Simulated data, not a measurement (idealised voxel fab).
The process module that follows is named voxel wiring stack.
Section cut is 265 nm wide and gridded with 5 nm square cells.
A cross-section is written here as square cells arranged in a grid, and it is given in bands from the top down, each band taking up one or more rows of cells. Band entry format. Leading values: height of top, height of bottom, nm. Remainder: materials in left-to-right order, each with its width in nm. Special words: "throughout" on a single material, which then fills the band edge to edge; "empty", empty space. Height reference: 0 = level under which incoming wafer is all one material. Lowest band: no bottom, runs on downward, e.g. "0..down". Think of "30 to 40" as a width that walks from the first number to the second as you go down the band, top row to bottom row, taking equal-sized steps from row to row. No cell of the cross-section changed in a step that is given as "no modification". "Closed void entries": empty spaces of 8 cells or more with no open way to the top, each given as width x height at distance, distance from the left edge, all in nm. If you see something after the settings on a step's line, that's the simulator's own remark about that step. overlay nm: where the mask lay relative to plan, measured to the right, on steps with a mask; negatives go left. If you're wondering how to read the rest of this, here's the deal. It's pairs of cross-sections: one from before a process step, one from after it. The after one is only drawn as far down as the lowest band that changed. Right under each pair you'll see which step sits between them and what its settings were. Don't read the pairs as one continuous story, though. They can come from different runs of this module on the same starting wafer, and a pair only carries on from the one above it where its entry headed "Prior to step" says so.

### Prior to step
* 160..125 | resist 85 nm | empty 25 nm | resist 20 nm | empty 25 nm | resist 20 nm | empty 25 nm | resist 65 nm
* 125..110 | aC 75 nm | resist 10 nm | empty 5 nm | aC 30 nm | resist 10 nm | empty 5 nm | aC 30 nm | resist 10 nm | empty 5 nm | aC 85 nm
* 110..100 | SiO2 75 nm | resist 10 nm | empty 5 nm | SiO2 30 nm | resist 10 nm | empty 5 nm | SiO2 30 nm | resist 10 nm | empty 5 nm | SiO2 85 nm
* 100..85 | SiO2 75 nm | aC 15 nm | SiO2 30 nm | aC 15 nm | SiO2 30 nm | aC 15 nm | SiO2 85 nm
* 85..80 | SiCN throughout
* 80..70 | lowk 75 nm | TiN 5 nm | Cu 15 nm | TiN 5 nm | lowk 20 nm | TiN 5 nm | Cu 15 nm | TiN 5 nm | lowk 20 nm | TiN 5 nm | Cu 15 nm | TiN 5 nm | lowk 75 nm
* 70..65 | lowk 75 nm | TiN 5 nm | Cu 5 nm | TiN 15 nm | lowk 20 nm | TiN 5 nm | Cu 5 nm | TiN 15 nm | lowk 20 nm | TiN 5 nm | Cu 5 nm | TiN 15 nm | lowk 75 nm
* 65..50 | lowk 75 nm | TiN 5 nm | Cu 5 nm | TiN 5 nm | lowk 30 nm | TiN 5 nm | Cu 5 nm | TiN 5 nm | lowk 30 nm | TiN 5 nm | Cu 5 nm | TiN 5 nm | lowk 85 nm
* 50..45 | SiCN 75 nm | TiN 15 nm | SiCN 30 nm | TiN 15 nm | SiCN 30 nm | TiN 15 nm | SiCN 85 nm
* 45..20 | SiO2 70 nm | SiN 5 nm | Ru 25 nm | SiN 5 nm | SiO2 10 nm | SiN 5 nm | Ru 25 nm | SiN 5 nm | SiO2 10 nm | SiN 5 nm | Ru 25 nm | SiN 5 nm | SiO2 70 nm
* 20..15 | SiN 75 nm | TiN 25 nm | SiN 20 nm | TiN 25 nm | SiN 20 nm | TiN 25 nm | SiN 75 nm
* 15..0 | SiO2 throughout
* 0..down | Si throughout
* Closed void entries: none

### Post-Process Section
* 145..125 | resist 85 nm | empty 25 nm | resist 20 nm | empty 25 nm | resist 20 nm | empty 25 nm | resist 65 nm
* 125..110 | aC 75 nm | resist 10 nm | empty 25 nm | aC 10 nm | resist 10 nm | empty 25 nm | aC 10 nm | resist 10 nm | empty 25 nm | aC 65 nm
* 110..100 | SiO2 75 nm | resist 10 nm | empty 5 nm | SiO2 30 nm | resist 10 nm | empty 5 nm | SiO2 30 nm | resist 10 nm | empty 5 nm | SiO2 85 nm
* 100..85 | SiO2 75 nm | aC 10 nm | empty 5 nm | SiO2 30 nm | aC 10 nm | empty 5 nm | SiO2 30 nm | aC 10 nm | empty 5 nm | SiO2 85 nm
* Whatever lies below 85 is exactly as it was before.
* Closed void entries: none
It is this step that lies between the two cross-sections above: DIRECTIONAL_ETCH | etch materials aC | depth nm 15

Prior to step: the cross-section after the pair above

### Post-Process Section
* 125..110 | aC 75 nm | empty 35 nm | aC 10 nm | empty 35 nm | aC 10 nm | empty 35 nm | aC 65 nm
* 110..100 | SiO2 75 nm | empty 15 nm | SiO2 30 nm | empty 15 nm | SiO2 30 nm | empty 15 nm | SiO2 85 nm
* Whatever lies below 100 is exactly as it was before.
* Closed void entries: none
It is this step that lies between the two cross-sections above: STRIP | etch materials resist

Prior to step: the cross-section after the pair above

### Post-Process Section
* 125..110 | aC 75 nm | empty 35 nm | aC 10 nm | empty 35 nm | aC 10 nm | empty 35 nm | aC 65 nm
* 110..100 | SiO2 75 nm | empty 35 nm | SiO2 10 nm | empty 35 nm | SiO2 10 nm | empty 35 nm | SiO2 65 nm
* 100..95 | SiO2 75 nm | aC 10 nm | empty 25 nm | SiO2 10 nm | aC 10 nm | empty 25 nm | SiO2 10 nm | aC 10 nm | empty 25 nm | SiO2 65 nm
* Whatever lies below 95 is exactly as it was before.
* Closed void entries: none
It is this step that lies between the two cross-sections above: DIRECTIONAL_ETCH | etch materials SiO2 | depth nm 15

Prior to step: the cross-section after the pair above

### Post-Process Section
* 125..110 | aC 75 nm | empty 35 nm | aC 10 nm | empty 35 nm | aC 10 nm | empty 35 nm | aC 65 nm
* 110..100 | SiO2 75 nm | empty 35 nm | SiO2 10 nm | empty 35 nm | SiO2 10 nm | empty 35 nm | SiO2 65 nm
* 100..95 | SiO2 75 nm | aC 10 nm | empty 25 nm | SiO2 10 nm | aC 10 nm | empty 25 nm | SiO2 10 nm | aC 10 nm | empty 25 nm | SiO2 65 nm
* 95..85 | SiO2 75 nm | aC 10 nm | empty 5 nm | SiO2 30 nm | aC 10 nm | empty 5 nm | SiO2 30 nm | aC 10 nm | empty 5 nm | SiO2 85 nm
* 85..80 | SiCN 85 nm | empty 5 nm | SiCN 40 nm | empty 5 nm | SiCN 40 nm | empty 5 nm | SiCN 85 nm
* Whatever lies below 80 is exactly as it was before.
* Closed void entries: none
It is this step that lies between the two cross-sections above: DIRECTIONAL_ETCH | etch materials SiCN | depth nm 5

Prior to step: the cross-section after the pair above

### Post-Process Section
* 110..95 | SiO2 75 nm | empty 35 nm | SiO2 10 nm | empty 35 nm | SiO2 10 nm | empty 35 nm | SiO2 65 nm
* 95..85 | SiO2 75 nm | empty 15 nm | SiO2 30 nm | empty 15 nm | SiO2 30 nm | empty 15 nm | SiO2 85 nm
* Whatever lies below 85 is exactly as it was before.
* Closed void entries: none
It is this step that lies between the two cross-sections above: STRIP | etch materials aC

Prior to step: the cross-section after the pair above

### Post-Process Section
* 115..110 | TiN 80 nm | empty 25 nm | TiN 20 nm | empty 25 nm | TiN 20 nm | empty 25 nm | TiN 70 nm
* 110..100 | SiO2 75 nm | TiN 5 nm | empty 25 nm | TiN 5 nm | SiO2 10 nm | TiN 5 nm | empty 25 nm | TiN 5 nm | SiO2 10 nm | TiN 5 nm | empty 25 nm | TiN 5 nm | SiO2 65 nm
* 100..90 | SiO2 75 nm | TiN 5 nm | empty 5 nm | TiN 25 to 5 nm | SiO2 10 to 30 nm | TiN 5 nm | empty 5 nm | TiN 25 to 5 nm | SiO2 10 to 30 nm | TiN 5 nm | empty 5 nm | TiN 25 to 5 nm | SiO2 65 to 85 nm
* 90..85 | SiO2 75 nm | TiN 15 nm | SiO2 30 nm | TiN 15 nm | SiO2 30 nm | TiN 15 nm | SiO2 85 nm
* 85..80 | SiCN 85 nm | TiN 5 nm | SiCN 40 nm | TiN 5 nm | SiCN 40 nm | TiN 5 nm | SiCN 85 nm
* Whatever lies below 80 is exactly as it was before.
* Closed void entries: none
It is this step that lies between the two cross-sections above: CONFORMAL_DEP | material TiN | thk nm 5

Prior to step: the cross-section after the pair above

### Post-Process Section
* 120..115 | Cu throughout
* 115..110 | TiN 80 nm | Cu 25 nm | TiN 20 nm | Cu 25 nm | TiN 20 nm | Cu 25 nm | TiN 70 nm
* 110..100 | SiO2 75 nm | TiN 5 nm | Cu 25 nm | TiN 5 nm | SiO2 10 nm | TiN 5 nm | Cu 25 nm | TiN 5 nm | SiO2 10 nm | TiN 5 nm | Cu 25 nm | TiN 5 nm | SiO2 65 nm
* 100..90 | SiO2 75 nm | TiN 5 nm | Cu 5 nm | TiN 25 to 5 nm | SiO2 10 to 30 nm | TiN 5 nm | Cu 5 nm | TiN 25 to 5 nm | SiO2 10 to 30 nm | TiN 5 nm | Cu 5 nm | TiN 25 to 5 nm | SiO2 65 to 85 nm
* Whatever lies below 90 is exactly as it was before.
* Closed void entries: none
It is this step that lies between the two cross-sections above: FILL_DEP | material Cu | thk nm 5

Prior to step: the cross-section after the pair above

### Post-Process Section
* 110..100 | SiO2 75 nm | TiN 5 nm | Cu 25 nm | TiN 5 nm | SiO2 10 nm | TiN 5 nm | Cu 25 nm | TiN 5 nm | SiO2 10 nm | TiN 5 nm | Cu 25 nm | TiN 5 nm | SiO2 65 nm
* Whatever lies below 100 is exactly as it was before.
* Closed void entries: none
It is this step that lies between the two cross-sections above: CMP | height nm 110

Prior to step: the cross-section after the pair above

### Post-Process Section
* 115..110 | SiCN throughout
* Whatever lies below 110 is exactly as it was before.
* Closed void entries: none
It is this step that lies between the two cross-sections above: CONFORMAL_DEP | material SiCN | thk nm 5

Prior to step: the cross-section after the pair above

### Post-Process Section
* 145..115 | lowk throughout
* Whatever lies below 115 is exactly as it was before.
* Closed void entries: none
It is this step that lies between the two cross-sections above: DIRECTIONAL_DEP | material lowk | thk nm 30

Prior to step: the cross-section after the pair above

### Post-Process Section
* 145..125 | lowk 75 nm | empty 25 nm | lowk 20 nm | empty 25 nm | lowk 20 nm | empty 25 nm | lowk 75 nm
* Whatever lies below 125 is exactly as it was before.
* Closed void entries: none
It is this step that lies between the two cross-sections above: MASKED_ETCH | tone open | mask id METAL_4 | width nm 25 | pitch nm 45 | etch materials lowk | depth nm 20 | overlay nm 0

Prior to step: the cross-section after the pair above

### Post-Process Section
* 160..145 | resist 75 nm | empty 15 nm | resist 30 nm | empty 15 nm | resist 30 nm | empty 15 nm | resist 85 nm
* 145..125 | lowk 75 nm | empty 15 nm | resist 10 nm | lowk 20 nm | empty 15 nm | resist 10 nm | lowk 20 nm | empty 15 nm | resist 10 nm | lowk 75 nm
* Whatever lies below 125 is exactly as it was before.
* Closed void entries: none
It is this step that lies between the two cross-sections above: PATTERN | tone open | mask id METAL_4_HOLES | material resist | width nm 15 | pitch nm 45 | thk nm 15 | overlay nm 0

Prior to step: the cross-section after the pair above

### Post-Process Section
* 160..145 | resist 75 nm | empty 15 nm | resist 30 nm | empty 15 nm | resist 30 nm | empty 15 nm | resist 85 nm
* 145..125 | lowk 75 nm | empty 15 nm | resist 10 nm | lowk 20 nm | empty 15 nm | resist 10 nm | lowk 20 nm | empty 15 nm | resist 10 nm | lowk 75 nm
* 125..115 | lowk 75 nm | empty 15 nm | lowk 30 nm | empty 15 nm | lowk 30 nm | empty 15 nm | lowk 85 nm
* Whatever lies below 115 is exactly as it was before.
* Closed void entries: none
It is this step that lies between the two cross-sections above: DIRECTIONAL_ETCH | etch materials lowk | depth nm 10

Prior to step: the cross-section after the pair above

### Post-Process Section
* 160..145 | resist 75 nm | empty 15 nm | resist 30 nm | empty 15 nm | resist 30 nm | empty 15 nm | resist 85 nm
* 145..125 | lowk 75 nm | empty 15 nm | resist 10 nm | lowk 20 nm | empty 15 nm | resist 10 nm | lowk 20 nm | empty 15 nm | resist 10 nm | lowk 75 nm
* 125..115 | lowk 75 nm | empty 15 nm | lowk 30 nm | empty 15 nm | lowk 30 nm | empty 15 nm | lowk 85 nm
* 115..110 | SiCN 75 nm | empty 15 nm | SiCN 30 nm | empty 15 nm | SiCN 30 nm | empty 15 nm | SiCN 85 nm
* Whatever lies below 110 is exactly as it was before.
* Closed void entries: none
It is this step that lies between the two cross-sections above: DIRECTIONAL_ETCH | etch materials SiCN | depth nm 5

Prior to step: the cross-section after the pair above

### Post-Process Section
* 145..125 | lowk 75 nm | empty 25 nm | lowk 20 nm | empty 25 nm | lowk 20 nm | empty 25 nm | lowk 75 nm
* Whatever lies below 125 is exactly as it was before.
* Closed void entries: none
It is this step that lies between the two cross-sections above: STRIP | etch materials resist

Prior to step: the cross-section after the pair above

### Post-Process Section
* 150..145 | TiN 80 nm | empty 15 nm | TiN 30 nm | empty 15 nm | TiN 30 nm | empty 15 nm | TiN 80 nm
* 145..130 | lowk 75 nm | TiN 5 nm | empty 15 nm | TiN 5 nm | lowk 20 nm | TiN 5 nm | empty 15 nm | TiN 5 nm | lowk 20 nm | TiN 5 nm | empty 15 nm | TiN 5 nm | lowk 75 nm
* 130..125 | lowk 75 nm | TiN 5 nm | empty 5 nm | TiN 15 nm | lowk 20 nm | TiN 5 nm | empty 5 nm | TiN 15 nm | lowk 20 nm | TiN 5 nm | empty 5 nm | TiN 15 nm | lowk 75 nm
* 125..115 | lowk 75 nm | TiN 5 nm | empty 5 nm | TiN 5 nm | lowk 30 nm | TiN 5 nm | empty 5 nm | TiN 5 nm | lowk 30 nm | TiN 5 nm | empty 5 nm | TiN 5 nm | lowk 85 nm
* 115..110 | SiCN 75 nm | TiN 15 nm | SiCN 30 nm | TiN 15 nm | SiCN 30 nm | TiN 15 nm | SiCN 85 nm
* Whatever lies below 110 is exactly as it was before.
* Closed void entries: none
It is this step that lies between the two cross-sections above: CONFORMAL_DEP | material TiN | thk nm 5

Prior to step: the cross-section after the pair above

### Post-Process Section
* 160..150 | Cu throughout
* 150..145 | TiN 80 nm | Cu 15 nm | TiN 30 nm | Cu 15 nm | TiN 30 nm | Cu 15 nm | TiN 80 nm
* 145..130 | lowk 75 nm | TiN 5 nm | Cu 15 nm | TiN 5 nm | lowk 20 nm | TiN 5 nm | Cu 15 nm | TiN 5 nm | lowk 20 nm | TiN 5 nm | Cu 15 nm | TiN 5 nm | lowk 75 nm
* 130..125 | lowk 75 nm | TiN 5 nm | Cu 5 nm | TiN 15 nm | lowk 20 nm | TiN 5 nm | Cu 5 nm | TiN 15 nm | lowk 20 nm | TiN 5 nm | Cu 5 nm | TiN 15 nm | lowk 75 nm
* 125..115 | lowk 75 nm | TiN 5 nm | Cu 5 nm | TiN 5 nm | lowk 30 nm | TiN 5 nm | Cu 5 nm | TiN 5 nm | lowk 30 nm | TiN 5 nm | Cu 5 nm | TiN 5 nm | lowk 85 nm
* Whatever lies below 115 is exactly as it was before.
* Closed void entries: none
It is this step that lies between the two cross-sections above: FILL_DEP | material Cu | thk nm 10

Prior to step: the cross-section after the pair above

### Post-Process Section
* 145..130 | lowk 75 nm | TiN 5 nm | Cu 15 nm | TiN 5 nm | lowk 20 nm | TiN 5 nm | Cu 15 nm | TiN 5 nm | lowk 20 nm | TiN 5 nm | Cu 15 nm | TiN 5 nm | lowk 75 nm
* Whatever lies below 130 is exactly as it was before.
* Closed void entries: none
It is this step that lies between the two cross-sections above: CMP | height nm 145

Prior to step: the cross-section after the pair above

### Post-Process Section
* 150..145 | SiN throughout
* Whatever lies below 145 is exactly as it was before.
* Closed void entries: none
It is this step that lies between the two cross-sections above: CONFORMAL_DEP | material SiN | thk nm 5

### Prior to step
* 85..80 | SiCN throughout
* 80..70 | lowk 75 nm | TiN 5 nm | Cu 15 nm | TiN 5 nm | lowk 20 nm | TiN 5 nm | Cu 15 nm | TiN 5 nm | lowk 20 nm | TiN 5 nm | Cu 15 nm | TiN 5 nm | lowk 75 nm
* 70..65 | lowk 75 nm | TiN 5 nm | Cu 5 nm | TiN 15 nm | lowk 20 nm | TiN 5 nm | Cu 5 nm | TiN 15 nm | lowk 20 nm | TiN 5 nm | Cu 5 nm | TiN 15 nm | lowk 75 nm
* 65..50 | lowk 75 nm | TiN 5 nm | Cu 5 nm | TiN 5 nm | lowk 30 nm | TiN 5 nm | Cu 5 nm | TiN 5 nm | lowk 30 nm | TiN 5 nm | Cu 5 nm | TiN 5 nm | lowk 85 nm
* 50..45 | SiCN 75 nm | TiN 15 nm | SiCN 30 nm | TiN 15 nm | SiCN 30 nm | TiN 15 nm | SiCN 85 nm
* 45..20 | SiO2 70 nm | SiN 5 nm | Ru 25 nm | SiN 5 nm | SiO2 10 nm | SiN 5 nm | Ru 25 nm | SiN 5 nm | SiO2 10 nm | SiN 5 nm | Ru 25 nm | SiN 5 nm | SiO2 70 nm
* 20..15 | SiN 75 nm | TiN 25 nm | SiN 20 nm | TiN 25 nm | SiN 20 nm | TiN 25 nm | SiN 75 nm
* 15..0 | SiO2 throughout
* 0..down | Si throughout
* Closed void entries: none

### Post-Process Section
* 110..85 | TiN throughout
* Whatever lies below 85 is exactly as it was before.
* Closed void entries: none
It is this step that lies between the two cross-sections above: DIRECTIONAL_DEP | material TiN | thk nm 25

Prior to step: the cross-section after the pair above

### Post-Process Section
* 125..110 | aC throughout
* Whatever lies below 110 is exactly as it was before.
* Closed void entries: none
It is this step that lies between the two cross-sections above: DIRECTIONAL_DEP | material aC | thk nm 15

Prior to step: the cross-section after the pair above

### Post-Process Section
* 160..125 | resist 75 nm | empty 25 nm | resist 20 nm | empty 25 nm | resist 20 nm | empty 25 nm | resist 75 nm
* Whatever lies below 125 is exactly as it was before.
* Closed void entries: none
It is this step that lies between the two cross-sections above: PATTERN | tone open | mask id METAL_3 | material resist | width nm 25 | pitch nm 45 | thk nm 35 | overlay nm 0

Prior to step: the cross-section after the pair above

### Post-Process Section
* 145..125 | resist 75 nm | empty 25 nm | resist 20 nm | empty 25 nm | resist 20 nm | empty 25 nm | resist 75 nm
* 125..110 | aC 75 nm | empty 25 nm | aC 20 nm | empty 25 nm | aC 20 nm | empty 25 nm | aC 75 nm
* Whatever lies below 110 is exactly as it was before.
* Closed void entries: none
It is this step that lies between the two cross-sections above: DIRECTIONAL_ETCH | etch materials aC | depth nm 15

Prior to step: the cross-section after the pair above

### Post-Process Section
* 125..110 | aC 75 nm | empty 25 nm | aC 20 nm | empty 25 nm | aC 20 nm | empty 25 nm | aC 75 nm
* Whatever lies below 110 is exactly as it was before.
* Closed void entries: none
It is this step that lies between the two cross-sections above: STRIP | etch materials resist

Prior to step: the cross-section after the pair above

### Post-Process Section
* 110..85 | TiN throughout
* Whatever lies below 85 is exactly as it was before.
* Closed void entries: none
It is this step that lies between the two cross-sections above: STRIP | etch materials aC

Prior to step: the cross-section after the pair above

### Post-Process Section
* 115..85 | TiN throughout
* Whatever lies below 85 is exactly as it was before.
* Closed void entries: none
It is this step that lies between the two cross-sections above: CONFORMAL_DEP | material TiN | thk nm 5

Prior to step: the cross-section after the pair above

### Post-Process Section
* 120..115 | Cu throughout
* Whatever lies below 115 is exactly as it was before.
* Closed void entries: none
It is this step that lies between the two cross-sections above: FILL_DEP | material Cu | thk nm 5

Prior to step: the cross-section after the pair above

### Post-Process Section
* 110..85 | TiN throughout
* Whatever lies below 85 is exactly as it was before.
* Closed void entries: none
It is this step that lies between the two cross-sections above: CMP | height nm 110

Prior to step: the cross-section after the pair above

### Post-Process Section
* 115..110 | SiCN throughout
* Whatever lies below 110 is exactly as it was before.
* Closed void entries: none
It is this step that lies between the two cross-sections above: CONFORMAL_DEP | material SiCN | thk nm 5

Prior to step: the cross-section after the pair above

### Post-Process Section
* 145..115 | lowk throughout
* Whatever lies below 115 is exactly as it was before.
* Closed void entries: none
It is this step that lies between the two cross-sections above: DIRECTIONAL_DEP | material lowk | thk nm 30

Prior to step: the cross-section after the pair above

### Post-Process Section
* 145..125 | lowk 75 nm | empty 25 nm | lowk 20 nm | empty 25 nm | lowk 20 nm | empty 25 nm | lowk 75 nm
* Whatever lies below 125 is exactly as it was before.
* Closed void entries: none
It is this step that lies between the two cross-sections above: MASKED_ETCH | tone open | mask id METAL_4 | width nm 25 | pitch nm 45 | etch materials lowk | depth nm 20 | overlay nm 0

Prior to step: the cross-section after the pair above

### Post-Process Section
* 160..145 | resist 75 nm | empty 15 nm | resist 30 nm | empty 15 nm | resist 30 nm | empty 15 nm | resist 85 nm
* 145..125 | lowk 75 nm | empty 15 nm | resist 10 nm | lowk 20 nm | empty 15 nm | resist 10 nm | lowk 20 nm | empty 15 nm | resist 10 nm | lowk 75 nm
* Whatever lies below 125 is exactly as it was before.
* Closed void entries: none
It is this step that lies between the two cross-sections above: PATTERN | tone open | mask id METAL_4_HOLES | material resist | width nm 15 | pitch nm 45 | thk nm 15 | overlay nm 0

Prior to step: the cross-section after the pair above

### Post-Process Section
* 160..145 | resist 75 nm | empty 15 nm | resist 30 nm | empty 15 nm | resist 30 nm | empty 15 nm | resist 85 nm
* 145..125 | lowk 75 nm | empty 15 nm | resist 10 nm | lowk 20 nm | empty 15 nm | resist 10 nm | lowk 20 nm | empty 15 nm | resist 10 nm | lowk 75 nm
* 125..115 | lowk 75 nm | empty 15 nm | lowk 30 nm | empty 15 nm | lowk 30 nm | empty 15 nm | lowk 85 nm
* Whatever lies below 115 is exactly as it was before.
* Closed void entries: none
It is this step that lies between the two cross-sections above: DIRECTIONAL_ETCH | etch materials lowk | depth nm 10

Prior to step: the cross-section after the pair above

### Post-Process Section
* 160..145 | resist 75 nm | empty 15 nm | resist 30 nm | empty 15 nm | resist 30 nm | empty 15 nm | resist 85 nm
* 145..125 | lowk 75 nm | empty 15 nm | resist 10 nm | lowk 20 nm | empty 15 nm | resist 10 nm | lowk 20 nm | empty 15 nm | resist 10 nm | lowk 75 nm
* 125..115 | lowk 75 nm | empty 15 nm | lowk 30 nm | empty 15 nm | lowk 30 nm | empty 15 nm | lowk 85 nm
* 115..110 | SiCN 75 nm | empty 15 nm | SiCN 30 nm | empty 15 nm | SiCN 30 nm | empty 15 nm | SiCN 85 nm
* Whatever lies below 110 is exactly as it was before.
* Closed void entries: none
It is this step that lies between the two cross-sections above: DIRECTIONAL_ETCH | etch materials SiCN | depth nm 5

Prior to step: the cross-section after the pair above

### Post-Process Section
* 145..125 | lowk 75 nm | empty 25 nm | lowk 20 nm | empty 25 nm | lowk 20 nm | empty 25 nm | lowk 75 nm
* Whatever lies below 125 is exactly as it was before.
* Closed void entries: none
It is this step that lies between the two cross-sections above: STRIP | etch materials resist

Prior to step: the cross-section after the pair above

### Post-Process Section
* 150..145 | TiN 80 nm | empty 15 nm | TiN 30 nm | empty 15 nm | TiN 30 nm | empty 15 nm | TiN 80 nm
* 145..130 | lowk 75 nm | TiN 5 nm | empty 15 nm | TiN 5 nm | lowk 20 nm | TiN 5 nm | empty 15 nm | TiN 5 nm | lowk 20 nm | TiN 5 nm | empty 15 nm | TiN 5 nm | lowk 75 nm
* 130..125 | lowk 75 nm | TiN 5 nm | empty 5 nm | TiN 15 nm | lowk 20 nm | TiN 5 nm | empty 5 nm | TiN 15 nm | lowk 20 nm | TiN 5 nm | empty 5 nm | TiN 15 nm | lowk 75 nm
* 125..115 | lowk 75 nm | TiN 5 nm | empty 5 nm | TiN 5 nm | lowk 30 nm | TiN 5 nm | empty 5 nm | TiN 5 nm | lowk 30 nm | TiN 5 nm | empty 5 nm | TiN 5 nm | lowk 85 nm
* 115..110 | SiCN 75 nm | TiN 15 nm | SiCN 30 nm | TiN 15 nm | SiCN 30 nm | TiN 15 nm | SiCN 85 nm
* Whatever lies below 110 is exactly as it was before.
* Closed void entries: none
It is this step that lies between the two cross-sections above: CONFORMAL_DEP | material TiN | thk nm 5

Prior to step: the cross-section after the pair above

### Post-Process Section
* 160..150 | Cu throughout
* 150..145 | TiN 80 nm | Cu 15 nm | TiN 30 nm | Cu 15 nm | TiN 30 nm | Cu 15 nm | TiN 80 nm
* 145..130 | lowk 75 nm | TiN 5 nm | Cu 15 nm | TiN 5 nm | lowk 20 nm | TiN 5 nm | Cu 15 nm | TiN 5 nm | lowk 20 nm | TiN 5 nm | Cu 15 nm | TiN 5 nm | lowk 75 nm
* 130..125 | lowk 75 nm | TiN 5 nm | Cu 5 nm | TiN 15 nm | lowk 20 nm | TiN 5 nm | Cu 5 nm | TiN 15 nm | lowk 20 nm | TiN 5 nm | Cu 5 nm | TiN 15 nm | lowk 75 nm
* 125..115 | lowk 75 nm | TiN 5 nm | Cu 5 nm | TiN 5 nm | lowk 30 nm | TiN 5 nm | Cu 5 nm | TiN 5 nm | lowk 30 nm | TiN 5 nm | Cu 5 nm | TiN 5 nm | lowk 85 nm
* Whatever lies below 115 is exactly as it was before.
* Closed void entries: none
It is this step that lies between the two cross-sections above: FILL_DEP | material Cu | thk nm 10

Prior to step: the cross-section after the pair above

### Post-Process Section
* 145..130 | lowk 75 nm | TiN 5 nm | Cu 15 nm | TiN 5 nm | lowk 20 nm | TiN 5 nm | Cu 15 nm | TiN 5 nm | lowk 20 nm | TiN 5 nm | Cu 15 nm | TiN 5 nm | lowk 75 nm
* Whatever lies below 130 is exactly as it was before.
* Closed void entries: none
It is this step that lies between the two cross-sections above: CMP | height nm 145

Prior to step: the cross-section after the pair above

### Post-Process Section
* 150..145 | SiN throughout
* Whatever lies below 145 is exactly as it was before.
* Closed void entries: none
It is this step that lies between the two cross-sections above: CONFORMAL_DEP | material SiN | thk nm 5

### Prior to step
* 145..125 | lowk 75 nm | empty 25 nm | lowk 20 nm | empty 25 nm | lowk 20 nm | empty 25 nm | lowk 75 nm
* 125..115 | lowk throughout
* 115..110 | SiCN throughout
* 110..100 | SiO2 75 nm | TiN 5 nm | Cu 15 nm | TiN 5 nm | SiO2 20 nm | TiN 5 nm | Cu 15 nm | TiN 5 nm | SiO2 20 nm | TiN 5 nm | Cu 15 nm | TiN 5 nm | SiO2 75 nm
* 100..95 | SiO2 75 nm | TiN 5 nm | Cu 5 nm | TiN 15 nm | SiO2 20 nm | TiN 5 nm | Cu 5 nm | TiN 15 nm | SiO2 20 nm | TiN 5 nm | Cu 5 nm | TiN 15 nm | SiO2 75 nm
* 95..85 | SiO2 75 nm | TiN 5 nm | Cu 5 nm | TiN 5 nm | SiO2 30 nm | TiN 5 nm | Cu 5 nm | TiN 5 nm | SiO2 30 nm | TiN 5 nm | Cu 5 nm | TiN 5 nm | SiO2 85 nm
* 85..80 | SiCN 75 nm | TiN 15 nm | SiCN 30 nm | TiN 15 nm | SiCN 30 nm | TiN 15 nm | SiCN 85 nm
* 80..70 | lowk 75 nm | TiN 5 nm | Cu 15 nm | TiN 5 nm | lowk 20 nm | TiN 5 nm | Cu 15 nm | TiN 5 nm | lowk 20 nm | TiN 5 nm | Cu 15 nm | TiN 5 nm | lowk 75 nm
* 70..65 | lowk 75 nm | TiN 5 nm | Cu 5 nm | TiN 15 nm | lowk 20 nm | TiN 5 nm | Cu 5 nm | TiN 15 nm | lowk 20 nm | TiN 5 nm | Cu 5 nm | TiN 15 nm | lowk 75 nm
* 65..50 | lowk 75 nm | TiN 5 nm | Cu 5 nm | TiN 5 nm | lowk 30 nm | TiN 5 nm | Cu 5 nm | TiN 5 nm | lowk 30 nm | TiN 5 nm | Cu 5 nm | TiN 5 nm | lowk 85 nm
* 50..45 | SiCN 75 nm | TiN 15 nm | SiCN 30 nm | TiN 15 nm | SiCN 30 nm | TiN 15 nm | SiCN 85 nm
* 45..20 | SiO2 70 nm | SiN 5 nm | Ru 25 nm | SiN 5 nm | SiO2 10 nm | SiN 5 nm | Ru 25 nm | SiN 5 nm | SiO2 10 nm | SiN 5 nm | Ru 25 nm | SiN 5 nm | SiO2 70 nm
* 20..15 | SiN 75 nm | TiN 25 nm | SiN 20 nm | TiN 25 nm | SiN 20 nm | TiN 25 nm | SiN 75 nm
* 15..0 | SiO2 throughout
* 0..down | Si throughout
* Closed void entries: none

### Post-Process Section
* 160..145 | empty 75 nm | resist 15 nm | empty 30 nm | resist 15 nm | empty 30 nm | resist 15 nm | empty 85 nm
* 145..125 | lowk 75 nm | resist 15 nm | empty 10 nm | lowk 20 nm | resist 15 nm | empty 10 nm | lowk 20 nm | resist 15 nm | empty 10 nm | lowk 75 nm
* Whatever lies below 125 is exactly as it was before.
* Closed void entries: none
It is this step that lies between the two cross-sections above: PATTERN | tone cover | mask id METAL_4_HOLES | material resist | width nm 15 | pitch nm 45 | thk nm 15 | overlay nm 0

Prior to step: the cross-section after the pair above

### Post-Process Section
* 160..135 | empty 75 nm | resist 15 nm | empty 30 nm | resist 15 nm | empty 30 nm | resist 15 nm | empty 85 nm
* 135..125 | lowk 75 nm | resist 15 nm | empty 10 nm | lowk 20 nm | resist 15 nm | empty 10 nm | lowk 20 nm | resist 15 nm | empty 10 nm | lowk 75 nm
* 125..115 | lowk 90 nm | empty 10 nm | lowk 35 nm | empty 10 nm | lowk 35 nm | empty 10 nm | lowk 75 nm
* Whatever lies below 115 is exactly as it was before.
* Closed void entries: none
It is this step that lies between the two cross-sections above: DIRECTIONAL_ETCH | etch materials lowk | depth nm 10

Prior to step: the cross-section after the pair above

### Post-Process Section
* 160..135 | empty 75 nm | resist 15 nm | empty 30 nm | resist 15 nm | empty 30 nm | resist 15 nm | empty 85 nm
* 135..125 | lowk 75 nm | resist 15 nm | empty 10 nm | lowk 20 nm | resist 15 nm | empty 10 nm | lowk 20 nm | resist 15 nm | empty 10 nm | lowk 75 nm
* 125..115 | lowk 90 nm | empty 10 nm | lowk 35 nm | empty 10 nm | lowk 35 nm | empty 10 nm | lowk 75 nm
* 115..110 | SiCN 90 nm | empty 10 nm | SiCN 35 nm | empty 10 nm | SiCN 35 nm | empty 10 nm | SiCN 75 nm
* Whatever lies below 110 is exactly as it was before.
* Closed void entries: none
It is this step that lies between the two cross-sections above: DIRECTIONAL_ETCH | etch materials SiCN | depth nm 5

Prior to step: the cross-section after the pair above

### Post-Process Section
* 135..125 | lowk 75 nm | empty 25 nm | lowk 20 nm | empty 25 nm | lowk 20 nm | empty 25 nm | lowk 75 nm
* Whatever lies below 125 is exactly as it was before.
* Closed void entries: none
It is this step that lies between the two cross-sections above: STRIP | etch materials resist
